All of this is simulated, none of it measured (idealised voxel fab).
Process module heading - voxel wiring stack
Shown is cross-section cut, with a width of 250 nm and square cells of size 5 nm.
The cross-sections in this document take the form of a grid made of square cells. They are written out as bands, in order from top to bottom. Each band consists of one or more rows of cells.
Basically the band line says how high the top is and how high the bottom is, in nm, and then what's in it from left to right, every material with its width in nm. Empty space shows up as "blank", and if a single material carries "edge to edge" it runs the full band edge to edge.
Basically, 0 is our baseline, since under it the wafer straight out of the box is all one material. The bottom band has no lower end and keeps on going down, so it looks like "0 and below".
The width entry "30->40" should be interpreted row by row: the top row of cells in the band takes the first number, the bottom row takes the second number, and the change between adjacent rows is uniform throughout.
You'll sometimes find "remains unaltered" written for a step, and that's the way of saying that nowhere in the cross-section did a cell change during that step.
Voids not open to the top, 8 cells minimum: see "Closed void inventory". Written width x height at distance; distance is from the left edge; nm.
Where a step's line continues beyond its settings, the continuation is a remark by the simulator itself on that step.
Each step line may optionally specify "overlay nm", which for a step with a mask gives the rightward distance between the mask's planned place and where it lay, a negative value indicating the leftward direction.
If you're wondering how to read the rest of this, here's the deal. It's pairs of cross-sections: one from before a process step, one from after it. The after one is only drawn as far down as the lowest band that changed. Right under each pair you'll see which step sits between them and what its settings were. Don't read the pairs as one continuous story, though. They can come from different runs of this module on the same starting wafer, and a pair only carries on from the one above it where its entry headed "State before" says so.

## State before
    0 and below = Si edge to edge
    Closed void inventory: none

## Sectional Result
    10 down to 0 = SiO2 edge to edge
    No changes below 0.
    Closed void inventory: none
Operation between the pre and post cross-sections above: CONFORMAL_DEP with material SiO2, thk nm 10

State before: nothing new to draw here, it's the after view of the pair just above.

## Sectional Result
    15 down to 10 = SiCN edge to edge
    No changes below 10.
    Closed void inventory: none
Operation between the pre and post cross-sections above: CONFORMAL_DEP with material SiCN, thk nm 5

State before: nothing new to draw here, it's the after view of the pair just above.

## Sectional Result
    30 down to 15 = lowk edge to edge
    No changes below 15.
    Closed void inventory: none
Operation between the pre and post cross-sections above: DIRECTIONAL_DEP with material lowk, thk nm 15

State before: nothing new to draw here, it's the after view of the pair just above.

## Sectional Result
    45 down to 30 = aC edge to edge
    No changes below 30.
    Closed void inventory: none
Operation between the pre and post cross-sections above: DIRECTIONAL_DEP with material aC, thk nm 15

State before: nothing new to draw here, it's the after view of the pair just above.

## Sectional Result
    80 down to 45 = 75 resist, 20 blank, 20 resist, 20 blank, 20 resist, 20 blank, 75 resist
    No changes below 45.
    Closed void inventory: none
Operation between the pre and post cross-sections above: PATTERN with tone open, mask id METAL_1, material resist, width nm 20, pitch nm 40, thk nm 35, overlay nm 0

State before: nothing new to draw here, it's the after view of the pair just above.

## Sectional Result
    65 down to 45 = 75 resist, 20 blank, 20 resist, 20 blank, 20 resist, 20 blank, 75 resist
    45 down to 30 = 75 aC, 20 blank, 20 aC, 20 blank, 20 aC, 20 blank, 75 aC
    No changes below 30.
    Closed void inventory: none
Operation between the pre and post cross-sections above: DIRECTIONAL_ETCH with etch materials aC, depth nm 15

State before: nothing new to draw here, it's the after view of the pair just above.

## Sectional Result
    45 down to 30 = 75 aC, 20 blank, 20 aC, 20 blank, 20 aC, 20 blank, 75 aC
    No changes below 30.
    Closed void inventory: none
Operation between the pre and post cross-sections above: STRIP with etch materials resist

State before: nothing new to draw here, it's the after view of the pair just above.

## Sectional Result
    45 down to 30 = 75 aC, 20 blank, 20 aC, 20 blank, 20 aC, 20 blank, 75 aC
    30 down to 15 = 75 lowk, 20 blank, 20 lowk, 20 blank, 20 lowk, 20 blank, 75 lowk
    No changes below 15.
    Closed void inventory: none
Operation between the pre and post cross-sections above: DIRECTIONAL_ETCH with etch materials lowk, depth nm 15

State before: nothing new to draw here, it's the after view of the pair just above.

## Sectional Result
    45 down to 30 = 75 aC, 20 blank, 20 aC, 20 blank, 20 aC, 20 blank, 75 aC
    30 down to 15 = 75 lowk, 20 blank, 20 lowk, 20 blank, 20 lowk, 20 blank, 75 lowk
    15 down to 10 = 75 SiCN, 20 blank, 20 SiCN, 20 blank, 20 SiCN, 20 blank, 75 SiCN
    No changes below 10.
    Closed void inventory: none
Operation between the pre and post cross-sections above: DIRECTIONAL_ETCH with etch materials SiCN, depth nm 5

State before: nothing new to draw here, it's the after view of the pair just above.

## Sectional Result
    30 down to 15 = 75 lowk, 20 blank, 20 lowk, 20 blank, 20 lowk, 20 blank, 75 lowk
    No changes below 15.
    Closed void inventory: none
Operation between the pre and post cross-sections above: STRIP with etch materials aC

State before: nothing new to draw here, it's the after view of the pair just above.

## Sectional Result
    35 down to 30 = 80 TiN, 10 blank, 30 TiN, 10 blank, 30 TiN, 10 blank, 80 TiN
    30 down to 15 = 75 lowk, 5 TiN, 10 blank, 5 TiN, 20 lowk, 5 TiN, 10 blank, 5 TiN, 20 lowk, 5 TiN, 10 blank, 5 TiN, 75 lowk
    15 down to 10 = 75 SiCN, 20 TiN, 20 SiCN, 20 TiN, 20 SiCN, 20 TiN, 75 SiCN
    No changes below 10.
    Closed void inventory: none
Operation between the pre and post cross-sections above: CONFORMAL_DEP with material TiN, thk nm 5

State before: nothing new to draw here, it's the after view of the pair just above.

## Sectional Result
    40 down to 35 = W edge to edge
    35 down to 30 = 80 TiN, 10 W, 30 TiN, 10 W, 30 TiN, 10 W, 80 TiN
    30 down to 15 = 75 lowk, 5 TiN, 10 W, 5 TiN, 20 lowk, 5 TiN, 10 W, 5 TiN, 20 lowk, 5 TiN, 10 W, 5 TiN, 75 lowk
    No changes below 15.
    Closed void inventory: none
Operation between the pre and post cross-sections above: FILL_DEP with material W, thk nm 5

State before: nothing new to draw here, it's the after view of the pair just above.

## Sectional Result
    30 down to 15 = 75 lowk, 5 TiN, 10 W, 5 TiN, 20 lowk, 5 TiN, 10 W, 5 TiN, 20 lowk, 5 TiN, 10 W, 5 TiN, 75 lowk
    No changes below 15.
    Closed void inventory: none
Operation between the pre and post cross-sections above: CMP with height nm 30

State before: nothing new to draw here, it's the after view of the pair just above.

## Sectional Result
    35 down to 30 = SiCN edge to edge
    No changes below 30.
    Closed void inventory: none
Operation between the pre and post cross-sections above: CONFORMAL_DEP with material SiCN, thk nm 5

State before: nothing new to draw here, it's the after view of the pair just above.

## Sectional Result
    45 down to 35 = SiO2 edge to edge
    No changes below 35.
    Closed void inventory: none
Operation between the pre and post cross-sections above: DIRECTIONAL_DEP with material SiO2, thk nm 10

State before: nothing new to draw here, it's the after view of the pair just above.

## Sectional Result
    55 down to 45 = aC edge to edge
    No changes below 45.
    Closed void inventory: none
Operation between the pre and post cross-sections above: DIRECTIONAL_DEP with material aC, thk nm 10

State before: nothing new to draw here, it's the after view of the pair just above.

## Sectional Result
    85 down to 55 = 75 resist, 15 blank, 25 resist, 15 blank, 25 resist, 15 blank, 80 resist
    No changes below 55.
    Closed void inventory: none
Operation between the pre and post cross-sections above: PATTERN with tone open, mask id PLUG_1, material resist, width nm 15, pitch nm 40, thk nm 30, overlay nm 0

State before: nothing new to draw here, it's the after view of the pair just above.

## Sectional Result
    75 down to 55 = 75 resist, 15 blank, 25 resist, 15 blank, 25 resist, 15 blank, 80 resist
    55 down to 45 = 75 aC, 15 blank, 25 aC, 15 blank, 25 aC, 15 blank, 80 aC
    No changes below 45.
    Closed void inventory: none
Operation between the pre and post cross-sections above: DIRECTIONAL_ETCH with etch materials aC, depth nm 10

State before: nothing new to draw here, it's the after view of the pair just above.

## Sectional Result
    55 down to 45 = 75 aC, 15 blank, 25 aC, 15 blank, 25 aC, 15 blank, 80 aC
    No changes below 45.
    Closed void inventory: none
Operation between the pre and post cross-sections above: STRIP with etch materials resist

State before: nothing new to draw here, it's the after view of the pair just above.

## Sectional Result
    55 down to 45 = 75 aC, 15 blank, 25 aC, 15 blank, 25 aC, 15 blank, 80 aC
    45 down to 35 = 75 SiO2, 15 blank, 25 SiO2, 15 blank, 25 SiO2, 15 blank, 80 SiO2
    No changes below 35.
    Closed void inventory: none
Operation between the pre and post cross-sections above: DIRECTIONAL_ETCH with etch materials SiO2, depth nm 10

State before: nothing new to draw here, it's the after view of the pair just above.

## Sectional Result
    55 down to 45 = 75 aC, 15 blank, 25 aC, 15 blank, 25 aC, 15 blank, 80 aC
    45 down to 35 = 75 SiO2, 15 blank, 25 SiO2, 15 blank, 25 SiO2, 15 blank, 80 SiO2
    35 down to 30 = 75 SiCN, 15 blank, 25 SiCN, 15 blank, 25 SiCN, 15 blank, 80 SiCN
    No changes below 30.
    Closed void inventory: none
Operation between the pre and post cross-sections above: DIRECTIONAL_ETCH with etch materials SiCN, depth nm 5

State before: nothing new to draw here, it's the after view of the pair just above.

## Sectional Result
    45 down to 35 = 75 SiO2, 15 blank, 25 SiO2, 15 blank, 25 SiO2, 15 blank, 80 SiO2
    No changes below 35.
    Closed void inventory: none
Operation between the pre and post cross-sections above: STRIP with etch materials aC

State before: nothing new to draw here, it's the after view of the pair just above.

## Sectional Result
    50 down to 45 = 80 TiN, 5 blank, 35 TiN, 5 blank, 35 TiN, 5 blank, 85 TiN
    45 down to 35 = 75 SiO2, 5 TiN, 5 blank, 5 TiN, 25 SiO2, 5 TiN, 5 blank, 5 TiN, 25 SiO2, 5 TiN, 5 blank, 5 TiN, 80 SiO2
    35 down to 30 = 75 SiCN, 15 TiN, 25 SiCN, 15 TiN, 25 SiCN, 15 TiN, 80 SiCN
    No changes below 30.
    Closed void inventory: none
Operation between the pre and post cross-sections above: CONFORMAL_DEP with material TiN, thk nm 5

State before: nothing new to draw here, it's the after view of the pair just above.

## Sectional Result
    60 down to 50 = Cu edge to edge
    50 down to 45 = 80 TiN, 5 Cu, 35 TiN, 5 Cu, 35 TiN, 5 Cu, 85 TiN
    45 down to 35 = 75 SiO2, 5 TiN, 5 Cu, 5 TiN, 25 SiO2, 5 TiN, 5 Cu, 5 TiN, 25 SiO2, 5 TiN, 5 Cu, 5 TiN, 80 SiO2
    No changes below 35.
    Closed void inventory: none
Operation between the pre and post cross-sections above: FILL_DEP with material Cu, thk nm 10

State before: nothing new to draw here, it's the after view of the pair just above.

## Sectional Result
    45 down to 35 = 75 SiO2, 5 TiN, 5 Cu, 5 TiN, 25 SiO2, 5 TiN, 5 Cu, 5 TiN, 25 SiO2, 5 TiN, 5 Cu, 5 TiN, 80 SiO2
    No changes below 35.
    Closed void inventory: none
Operation between the pre and post cross-sections above: CMP with height nm 45

State before: nothing new to draw here, it's the after view of the pair just above.

## Sectional Result
    50 down to 45 = SiCN edge to edge
    No changes below 45.
    Closed void inventory: none
Operation between the pre and post cross-sections above: CONFORMAL_DEP with material SiCN, thk nm 5

State before: nothing new to draw here, it's the after view of the pair just above.

## Sectional Result
    65 down to 50 = SiO2 edge to edge
    No changes below 50.
    Closed void inventory: none
Operation between the pre and post cross-sections above: DIRECTIONAL_DEP with material SiO2, thk nm 15

State before: nothing new to draw here, it's the after view of the pair just above.

## Sectional Result
    80 down to 65 = aC edge to edge
    No changes below 65.
    Closed void inventory: none
Operation between the pre and post cross-sections above: DIRECTIONAL_DEP with material aC, thk nm 15

State before: nothing new to draw here, it's the after view of the pair just above.

## Sectional Result
    115 down to 80 = 75 resist, 20 blank, 20 resist, 20 blank, 20 resist, 20 blank, 75 resist
    No changes below 80.
    Closed void inventory: none
Operation between the pre and post cross-sections above: PATTERN with tone open, mask id METAL_2, material resist, width nm 20, pitch nm 40, thk nm 35, overlay nm 0

State before: nothing new to draw here, it's the after view of the pair just above.

## Sectional Result
    100 down to 80 = 75 resist, 20 blank, 20 resist, 20 blank, 20 resist, 20 blank, 75 resist
    80 down to 65 = 75 aC, 20 blank, 20 aC, 20 blank, 20 aC, 20 blank, 75 aC
    No changes below 65.
    Closed void inventory: none
Operation between the pre and post cross-sections above: DIRECTIONAL_ETCH with etch materials aC, depth nm 15

State before: nothing new to draw here, it's the after view of the pair just above.

## Sectional Result
    80 down to 65 = 75 aC, 20 blank, 20 aC, 20 blank, 20 aC, 20 blank, 75 aC
    No changes below 65.
    Closed void inventory: none
Operation between the pre and post cross-sections above: STRIP with etch materials resist

State before: nothing new to draw here, it's the after view of the pair just above.

## Sectional Result
    80 down to 65 = 75 aC, 20 blank, 20 aC, 20 blank, 20 aC, 20 blank, 75 aC
    65 down to 50 = 75 SiO2, 20 blank, 20 SiO2, 20 blank, 20 SiO2, 20 blank, 75 SiO2
    No changes below 50.
    Closed void inventory: none
Operation between the pre and post cross-sections above: DIRECTIONAL_ETCH with etch materials SiO2, depth nm 15

State before: nothing new to draw here, it's the after view of the pair just above.

## Sectional Result
    80 down to 65 = 75 aC, 20 blank, 20 aC, 20 blank, 20 aC, 20 blank, 75 aC
    65 down to 50 = 75 SiO2, 20 blank, 20 SiO2, 20 blank, 20 SiO2, 20 blank, 75 SiO2
    50 down to 45 = 75 SiCN, 20 blank, 20 SiCN, 20 blank, 20 SiCN, 20 blank, 75 SiCN
    No changes below 45.
    Closed void inventory: none
Operation between the pre and post cross-sections above: DIRECTIONAL_ETCH with etch materials SiCN, depth nm 5

State before: nothing new to draw here, it's the after view of the pair just above.

## Sectional Result
    65 down to 50 = 75 SiO2, 20 blank, 20 SiO2, 20 blank, 20 SiO2, 20 blank, 75 SiO2
    No changes below 50.
    Closed void inventory: none
Operation between the pre and post cross-sections above: STRIP with etch materials aC

State before: nothing new to draw here, it's the after view of the pair just above.

## Sectional Result
    70 down to 65 = 80 TiN, 10 blank, 30 TiN, 10 blank, 30 TiN, 10 blank, 80 TiN
    65 down to 50 = 75 SiO2, 5 TiN, 10 blank, 5 TiN, 20 SiO2, 5 TiN, 10 blank, 5 TiN, 20 SiO2, 5 TiN, 10 blank, 5 TiN, 75 SiO2
    50 down to 45 = 75 SiCN, 20 TiN, 20 SiCN, 20 TiN, 20 SiCN, 20 TiN, 75 SiCN
    No changes below 45.
    Closed void inventory: none
Operation between the pre and post cross-sections above: CONFORMAL_DEP with material TiN, thk nm 5

State before: nothing new to draw here, it's the after view of the pair just above.

## Sectional Result
    75 down to 70 = Ru edge to edge
    70 down to 65 = 80 TiN, 10 Ru, 30 TiN, 10 Ru, 30 TiN, 10 Ru, 80 TiN
    65 down to 50 = 75 SiO2, 5 TiN, 10 Ru, 5 TiN, 20 SiO2, 5 TiN, 10 Ru, 5 TiN, 20 SiO2, 5 TiN, 10 Ru, 5 TiN, 75 SiO2
    No changes below 50.
    Closed void inventory: none
Operation between the pre and post cross-sections above: FILL_DEP with material Ru, thk nm 5

State before: nothing new to draw here, it's the after view of the pair just above.

## Sectional Result
    65 down to 50 = 75 SiO2, 5 TiN, 10 Ru, 5 TiN, 20 SiO2, 5 TiN, 10 Ru, 5 TiN, 20 SiO2, 5 TiN, 10 Ru, 5 TiN, 75 SiO2
    No changes below 50.
    Closed void inventory: none
Operation between the pre and post cross-sections above: CMP with height nm 65

State before: nothing new to draw here, it's the after view of the pair just above.

## Sectional Result
    70 down to 65 = SiCN edge to edge
    No changes below 65.
    Closed void inventory: none
Operation between the pre and post cross-sections above: CONFORMAL_DEP with material SiCN, thk nm 5

State before: nothing new to draw here, it's the after view of the pair just above.

## Sectional Result
    105 down to 70 = lowk edge to edge
    No changes below 70.
    Closed void inventory: none
Operation between the pre and post cross-sections above: DIRECTIONAL_DEP with material lowk, thk nm 35

State before: nothing new to draw here, it's the after view of the pair just above.

## Sectional Result
    115 down to 105 = aC edge to edge
    No changes below 105.
    Closed void inventory: none
Operation between the pre and post cross-sections above: DIRECTIONAL_DEP with material aC, thk nm 10

State before: nothing new to draw here, it's the after view of the pair just above.

## Sectional Result
    140 down to 115 = 75 resist, 15 blank, 25 resist, 15 blank, 25 resist, 15 blank, 80 resist
    No changes below 115.
    Closed void inventory: none
Operation between the pre and post cross-sections above: PATTERN with tone open, mask id METAL_3_HOLES, material resist, width nm 15, pitch nm 40, thk nm 25, overlay nm 0

State before: nothing new to draw here, it's the after view of the pair just above.

## Sectional Result
    130 down to 115 = 75 resist, 15 blank, 25 resist, 15 blank, 25 resist, 15 blank, 80 resist
    115 down to 105 = 75 aC, 15 blank, 25 aC, 15 blank, 25 aC, 15 blank, 80 aC
    No changes below 105.
    Closed void inventory: none
Operation between the pre and post cross-sections above: DIRECTIONAL_ETCH with etch materials aC, depth nm 10

State before: nothing new to draw here, it's the after view of the pair just above.

## Sectional Result
    115 down to 105 = 75 aC, 15 blank, 25 aC, 15 blank, 25 aC, 15 blank, 80 aC
    No changes below 105.
    Closed void inventory: none
Operation between the pre and post cross-sections above: STRIP with etch materials resist

State before: nothing new to draw here, it's the after view of the pair just above.

## Sectional Result
    115 down to 105 = 75 aC, 15 blank, 25 aC, 15 blank, 25 aC, 15 blank, 80 aC
    105 down to 70 = 75 lowk, 15 blank, 25 lowk, 15 blank, 25 lowk, 15 blank, 80 lowk
    No changes below 70.
    Closed void inventory: none
Operation between the pre and post cross-sections above: DIRECTIONAL_ETCH with etch materials lowk, depth nm 35

State before: nothing new to draw here, it's the after view of the pair just above.

## Sectional Result
    105 down to 70 = 75 lowk, 15 blank, 25 lowk, 15 blank, 25 lowk, 15 blank, 80 lowk
    No changes below 70.
    Closed void inventory: none
Operation between the pre and post cross-sections above: STRIP with etch materials aC

State before: nothing new to draw here, it's the after view of the pair just above.

## Sectional Result
    125 down to 105 = 75 resist, 20 blank, 20 resist, 20 blank, 20 resist, 20 blank, 75 resist
    No changes below 105.
    Closed void inventory: none
Operation between the pre and post cross-sections above: PATTERN with tone open, mask id METAL_3, material resist, width nm 20, pitch nm 40, thk nm 20, overlay nm 0

State before: nothing new to draw here, it's the after view of the pair just above.

## Sectional Result
    125 down to 105 = 75 resist, 20 blank, 20 resist, 20 blank, 20 resist, 20 blank, 75 resist
    105 down to 85 = 75 lowk, 20 blank, 20 lowk, 20 blank, 20 lowk, 20 blank, 75 lowk
    No changes below 85.
    Closed void inventory: none
Operation between the pre and post cross-sections above: DIRECTIONAL_ETCH with etch materials lowk, depth nm 20

State before: nothing new to draw here, it's the after view of the pair just above.

## Sectional Result
    125 down to 105 = 75 resist, 20 blank, 20 resist, 20 blank, 20 resist, 20 blank, 75 resist
    105 down to 85 = 75 lowk, 20 blank, 20 lowk, 20 blank, 20 lowk, 20 blank, 75 lowk
    85 down to 70 = 75 lowk, 15 blank, 25 lowk, 15 blank, 25 lowk, 15 blank, 80 lowk
    70 down to 65 = 75 SiCN, 15 blank, 25 SiCN, 15 blank, 25 SiCN, 15 blank, 80 SiCN
    No changes below 65.
    Closed void inventory: none
Operation between the pre and post cross-sections above: DIRECTIONAL_ETCH with etch materials SiCN, depth nm 5

State before: nothing new to draw here, it's the after view of the pair just above.

## Sectional Result
    105 down to 85 = 75 lowk, 20 blank, 20 lowk, 20 blank, 20 lowk, 20 blank, 75 lowk
    No changes below 85.
    Closed void inventory: none
Operation between the pre and post cross-sections above: STRIP with etch materials resist

State before: nothing new to draw here, it's the after view of the pair just above.

## Sectional Result
    110 down to 105 = 80 TiN, 10 blank, 30 TiN, 10 blank, 30 TiN, 10 blank, 80 TiN
    105 down to 90 = 75 lowk, 5 TiN, 10 blank, 5 TiN, 20 lowk, 5 TiN, 10 blank, 5 TiN, 20 lowk, 5 TiN, 10 blank, 5 TiN, 75 lowk
    90 down to 85 = 75 lowk, 5 TiN, 5 blank, 10 TiN, 20 lowk, 5 TiN, 5 blank, 10 TiN, 20 lowk, 5 TiN, 5 blank, 10 TiN, 75 lowk
    85 down to 70 = 75 lowk, 5 TiN, 5 blank, 5 TiN, 25 lowk, 5 TiN, 5 blank, 5 TiN, 25 lowk, 5 TiN, 5 blank, 5 TiN, 80 lowk
    70 down to 65 = 75 SiCN, 15 TiN, 25 SiCN, 15 TiN, 25 SiCN, 15 TiN, 80 SiCN
    No changes below 65.
    Closed void inventory: none
Operation between the pre and post cross-sections above: CONFORMAL_DEP with material TiN, thk nm 5

State before: nothing new to draw here, it's the after view of the pair just above.

## Sectional Result
    115 down to 110 = Cu edge to edge
    110 down to 105 = 80 TiN, 10 Cu, 30 TiN, 10 Cu, 30 TiN, 10 Cu, 80 TiN
    105 down to 90 = 75 lowk, 5 TiN, 10 Cu, 5 TiN, 20 lowk, 5 TiN, 10 Cu, 5 TiN, 20 lowk, 5 TiN, 10 Cu, 5 TiN, 75 lowk
    90 down to 85 = 75 lowk, 5 TiN, 5 Cu, 10 TiN, 20 lowk, 5 TiN, 5 Cu, 10 TiN, 20 lowk, 5 TiN, 5 Cu, 10 TiN, 75 lowk
    85 down to 70 = 75 lowk, 5 TiN, 5 Cu, 5 TiN, 25 lowk, 5 TiN, 5 Cu, 5 TiN, 25 lowk, 5 TiN, 5 Cu, 5 TiN, 80 lowk
    No changes below 70.
    Closed void inventory: none
Operation between the pre and post cross-sections above: FILL_DEP with material Cu, thk nm 5

State before: nothing new to draw here, it's the after view of the pair just above.

## Sectional Result
    105 down to 90 = 75 lowk, 5 TiN, 10 Cu, 5 TiN, 20 lowk, 5 TiN, 10 Cu, 5 TiN, 20 lowk, 5 TiN, 10 Cu, 5 TiN, 75 lowk
    No changes below 90.
    Closed void inventory: none
Operation between the pre and post cross-sections above: CMP with height nm 105

State before: nothing new to draw here, it's the after view of the pair just above.

## Sectional Result
    110 down to 105 = SiN edge to edge
    No changes below 105.
    Closed void inventory: none
Operation between the pre and post cross-sections above: CONFORMAL_DEP with material SiN, thk nm 5

## State before
    10 down to 0 = SiO2 edge to edge
    0 and below = Si edge to edge
    Closed void inventory: none

## Sectional Result
    25 down to 10 = lowk edge to edge
    No changes below 10.
    Closed void inventory: none
Operation between the pre and post cross-sections above: DIRECTIONAL_DEP with material lowk, thk nm 15

State before: nothing new to draw here, it's the after view of the pair just above.

## Sectional Result
    40 down to 25 = aC edge to edge
    No changes below 25.
    Closed void inventory: none
Operation between the pre and post cross-sections above: DIRECTIONAL_DEP with material aC, thk nm 15

State before: nothing new to draw here, it's the after view of the pair just above.

## Sectional Result
    75 down to 40 = 75 resist, 20 blank, 20 resist, 20 blank, 20 resist, 20 blank, 75 resist
    No changes below 40.
    Closed void inventory: none
Operation between the pre and post cross-sections above: PATTERN with tone open, mask id METAL_1, material resist, width nm 20, pitch nm 40, thk nm 35, overlay nm 0

State before: nothing new to draw here, it's the after view of the pair just above.

## Sectional Result
    60 down to 40 = 75 resist, 20 blank, 20 resist, 20 blank, 20 resist, 20 blank, 75 resist
    40 down to 25 = 75 aC, 20 blank, 20 aC, 20 blank, 20 aC, 20 blank, 75 aC
    No changes below 25.
    Closed void inventory: none
Operation between the pre and post cross-sections above: DIRECTIONAL_ETCH with etch materials aC, depth nm 15

State before: nothing new to draw here, it's the after view of the pair just above.

## Sectional Result
    40 down to 25 = 75 aC, 20 blank, 20 aC, 20 blank, 20 aC, 20 blank, 75 aC
    No changes below 25.
    Closed void inventory: none
Operation between the pre and post cross-sections above: STRIP with etch materials resist

State before: nothing new to draw here, it's the after view of the pair just above.

## Sectional Result
    40 down to 25 = 75 aC, 20 blank, 20 aC, 20 blank, 20 aC, 20 blank, 75 aC
    25 down to 10 = 75 lowk, 20 blank, 20 lowk, 20 blank, 20 lowk, 20 blank, 75 lowk
    No changes below 10.
    Closed void inventory: none
Operation between the pre and post cross-sections above: DIRECTIONAL_ETCH with etch materials lowk, depth nm 15

State before: nothing new to draw here, it's the after view of the pair just above.

## Sectional Result
    25 down to 10 = 75 lowk, 20 blank, 20 lowk, 20 blank, 20 lowk, 20 blank, 75 lowk
    No changes below 10.
    Closed void inventory: none
Operation between the pre and post cross-sections above: STRIP with etch materials aC

State before: nothing new to draw here, it's the after view of the pair just above.

## Sectional Result
    30 down to 25 = 80 TiN, 10 blank, 30 TiN, 10 blank, 30 TiN, 10 blank, 80 TiN
    25 down to 15 = 75 lowk, 5 TiN, 10 blank, 5 TiN, 20 lowk, 5 TiN, 10 blank, 5 TiN, 20 lowk, 5 TiN, 10 blank, 5 TiN, 75 lowk
    15 down to 10 = 75 lowk, 20 TiN, 20 lowk, 20 TiN, 20 lowk, 20 TiN, 75 lowk
    No changes below 10.
    Closed void inventory: none
Operation between the pre and post cross-sections above: CONFORMAL_DEP with material TiN, thk nm 5

State before: nothing new to draw here, it's the after view of the pair just above.

## Sectional Result
    35 down to 30 = W edge to edge
    30 down to 25 = 80 TiN, 10 W, 30 TiN, 10 W, 30 TiN, 10 W, 80 TiN
    25 down to 15 = 75 lowk, 5 TiN, 10 W, 5 TiN, 20 lowk, 5 TiN, 10 W, 5 TiN, 20 lowk, 5 TiN, 10 W, 5 TiN, 75 lowk
    No changes below 15.
    Closed void inventory: none
Operation between the pre and post cross-sections above: FILL_DEP with material W, thk nm 5

State before: nothing new to draw here, it's the after view of the pair just above.

## Sectional Result
    30 down to 25 = 80 TiN, 10 W, 30 TiN, 10 W, 30 TiN, 10 W, 80 TiN
    No changes below 25.
    Closed void inventory: none
Operation between the pre and post cross-sections above: CMP with height nm 30

State before: nothing new to draw here, it's the after view of the pair just above.

## Sectional Result
    35 down to 30 = SiCN edge to edge
    No changes below 30.
    Closed void inventory: none
Operation between the pre and post cross-sections above: CONFORMAL_DEP with material SiCN, thk nm 5

State before: nothing new to draw here, it's the after view of the pair just above.

## Sectional Result
    45 down to 35 = SiO2 edge to edge
    No changes below 35.
    Closed void inventory: none
Operation between the pre and post cross-sections above: DIRECTIONAL_DEP with material SiO2, thk nm 10

State before: nothing new to draw here, it's the after view of the pair just above.

## Sectional Result
    55 down to 45 = aC edge to edge
    No changes below 45.
    Closed void inventory: none
Operation between the pre and post cross-sections above: DIRECTIONAL_DEP with material aC, thk nm 10

State before: nothing new to draw here, it's the after view of the pair just above.

## Sectional Result
    85 down to 55 = 75 resist, 15 blank, 25 resist, 15 blank, 25 resist, 15 blank, 80 resist
    No changes below 55.
    Closed void inventory: none
Operation between the pre and post cross-sections above: PATTERN with tone open, mask id PLUG_1, material resist, width nm 15, pitch nm 40, thk nm 30, overlay nm 0

State before: nothing new to draw here, it's the after view of the pair just above.

## Sectional Result
    75 down to 55 = 75 resist, 15 blank, 25 resist, 15 blank, 25 resist, 15 blank, 80 resist
    55 down to 45 = 75 aC, 15 blank, 25 aC, 15 blank, 25 aC, 15 blank, 80 aC
    No changes below 45.
    Closed void inventory: none
Operation between the pre and post cross-sections above: DIRECTIONAL_ETCH with etch materials aC, depth nm 10

State before: nothing new to draw here, it's the after view of the pair just above.

## Sectional Result
    55 down to 45 = 75 aC, 15 blank, 25 aC, 15 blank, 25 aC, 15 blank, 80 aC
    No changes below 45.
    Closed void inventory: none
Operation between the pre and post cross-sections above: STRIP with etch materials resist

State before: nothing new to draw here, it's the after view of the pair just above.

## Sectional Result
    55 down to 45 = 75 aC, 15 blank, 25 aC, 15 blank, 25 aC, 15 blank, 80 aC
    45 down to 35 = 75 SiO2, 15 blank, 25 SiO2, 15 blank, 25 SiO2, 15 blank, 80 SiO2
    No changes below 35.
    Closed void inventory: none
Operation between the pre and post cross-sections above: DIRECTIONAL_ETCH with etch materials SiO2, depth nm 10

State before: nothing new to draw here, it's the after view of the pair just above.

## Sectional Result
    55 down to 45 = 75 aC, 15 blank, 25 aC, 15 blank, 25 aC, 15 blank, 80 aC
    45 down to 35 = 75 SiO2, 15 blank, 25 SiO2, 15 blank, 25 SiO2, 15 blank, 80 SiO2
    35 down to 30 = 75 SiCN, 15 blank, 25 SiCN, 15 blank, 25 SiCN, 15 blank, 80 SiCN
    No changes below 30.
    Closed void inventory: none
Operation between the pre and post cross-sections above: DIRECTIONAL_ETCH with etch materials SiCN, depth nm 5

State before: nothing new to draw here, it's the after view of the pair just above.

## Sectional Result
    45 down to 35 = 75 SiO2, 15 blank, 25 SiO2, 15 blank, 25 SiO2, 15 blank, 80 SiO2
    No changes below 35.
    Closed void inventory: none
Operation between the pre and post cross-sections above: STRIP with etch materials aC

State before: nothing new to draw here, it's the after view of the pair just above.

## Sectional Result
    50 down to 45 = 80 TiN, 5 blank, 35 TiN, 5 blank, 35 TiN, 5 blank, 85 TiN
    45 down to 35 = 75 SiO2, 5 TiN, 5 blank, 5 TiN, 25 SiO2, 5 TiN, 5 blank, 5 TiN, 25 SiO2, 5 TiN, 5 blank, 5 TiN, 80 SiO2
    35 down to 30 = 75 SiCN, 15 TiN, 25 SiCN, 15 TiN, 25 SiCN, 15 TiN, 80 SiCN
    No changes below 30.
    Closed void inventory: none
Operation between the pre and post cross-sections above: CONFORMAL_DEP with material TiN, thk nm 5

State before: nothing new to draw here, it's the after view of the pair just above.

## Sectional Result
    60 down to 50 = Cu edge to edge
    50 down to 45 = 80 TiN, 5 Cu, 35 TiN, 5 Cu, 35 TiN, 5 Cu, 85 TiN
    45 down to 35 = 75 SiO2, 5 TiN, 5 Cu, 5 TiN, 25 SiO2, 5 TiN, 5 Cu, 5 TiN, 25 SiO2, 5 TiN, 5 Cu, 5 TiN, 80 SiO2
    No changes below 35.
    Closed void inventory: none
Operation between the pre and post cross-sections above: FILL_DEP with material Cu, thk nm 10

State before: nothing new to draw here, it's the after view of the pair just above.

## Sectional Result
    45 down to 35 = 75 SiO2, 5 TiN, 5 Cu, 5 TiN, 25 SiO2, 5 TiN, 5 Cu, 5 TiN, 25 SiO2, 5 TiN, 5 Cu, 5 TiN, 80 SiO2
    No changes below 35.
    Closed void inventory: none
Operation between the pre and post cross-sections above: CMP with height nm 45

State before: nothing new to draw here, it's the after view of the pair just above.

## Sectional Result
    50 down to 45 = SiCN edge to edge
    No changes below 45.
    Closed void inventory: none
Operation between the pre and post cross-sections above: CONFORMAL_DEP with material SiCN, thk nm 5

State before: nothing new to draw here, it's the after view of the pair just above.

## Sectional Result
    65 down to 50 = SiO2 edge to edge
    No changes below 50.
    Closed void inventory: none
Operation between the pre and post cross-sections above: DIRECTIONAL_DEP with material SiO2, thk nm 15

State before: nothing new to draw here, it's the after view of the pair just above.

## Sectional Result
    80 down to 65 = aC edge to edge
    No changes below 65.
    Closed void inventory: none
Operation between the pre and post cross-sections above: DIRECTIONAL_DEP with material aC, thk nm 15

State before: nothing new to draw here, it's the after view of the pair just above.

## Sectional Result
    115 down to 80 = 75 resist, 20 blank, 20 resist, 20 blank, 20 resist, 20 blank, 75 resist
    No changes below 80.
    Closed void inventory: none
Operation between the pre and post cross-sections above: PATTERN with tone open, mask id METAL_2, material resist, width nm 20, pitch nm 40, thk nm 35, overlay nm 0
